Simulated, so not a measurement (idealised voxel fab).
process module | voxel quadruple lines
cross-section cut | 290 nm wide | cells 5 nm
A cross-section is a grid of square cells, given in bands from the top down. A band is one or more rows of cells.
Each band's line starts with the height of the band's top and of its bottom, in nm. Then come its materials from left to right, each with its width in nm. One material with "throughout" fills the band from edge to edge. "air" is empty space.
Height 0 is the level under which the wafer as received is all one material. The lowest band goes on downwards, as in "0 down".
A width such as "30 to 40" changes by the same amount from each row of cells to the next, from the band's top row to its bottom row.
"no change" after a step means that no cell of the cross-section changed.
closed voids: empty space of 8 cells or more with no open way to the top, each as width x height at its distance from the left edge, in nm
after a step's settings: what the simulator itself notes on the step
overlay nm, on a step with a mask: how far to the right of its planned place the mask lay; to the left if negative
plan
1 op RECEIVE | material Si
2 op CONFORMAL_DEP | material Al2O3 | thk nm 10
3 op DIRECTIONAL_DEP | material Ru | thk nm 15
4 op DIRECTIONAL_DEP | material polySi | thk nm 20
5 op DIRECTIONAL_DEP | material aC | thk nm 20
6 op PATTERN | tone cover | mask id MANDREL | material resist | width nm 25 | thk nm 30 | overlay nm 0
7 op DIRECTIONAL_ETCH | etch materials aC | depth nm 20
8 op STRIP | etch materials resist
9 op CONFORMAL_DEP | material SiO2 | thk nm 15
10 op DIRECTIONAL_ETCH | etch materials SiO2 | depth nm 15
11 op STRIP | etch materials aC
12 op DIRECTIONAL_ETCH | etch materials polySi | depth nm 20
13 op STRIP | etch materials SiO2
14 op CONFORMAL_DEP | material SiN | thk nm 5
15 op DIRECTIONAL_ETCH | etch materials SiN | depth nm 5
16 op STRIP | etch materials polySi
17 op DIRECTIONAL_ETCH | etch materials Ru | depth nm 15
18 op STRIP | etch materials SiN
19 op FILL_DEP | material lowk | thk nm 5
20 op CMP | height nm 25
as received, after step 1
  0 down: Si throughout
  closed voids: none
first wafer at the end, as planned
  25 to 10: lowk 110 | Ru 5 | lowk 15 | Ru 5 | lowk 15 | Ru 5 | lowk 15 | Ru 5 | lowk 115
  10 to 0: Al2O3 throughout
  0 down: Si throughout
  closed voids: none
second wafer at the end: like start, like plan, one mistake
  25 to 10: lowk 125 | Ru 5 | lowk 25 | Ru 5 | lowk 130
  10 to 0: Al2O3 throughout
  0 down: Si throughout
  closed voids: none
what went wrong: step 6 ran as: op PATTERN | tone open | mask id MANDREL | material resist | width nm 25 | thk nm 30 | overlay nm 0
at the end the second wafer has, in cells: 6 fewer of Ru | 6 more of lowk
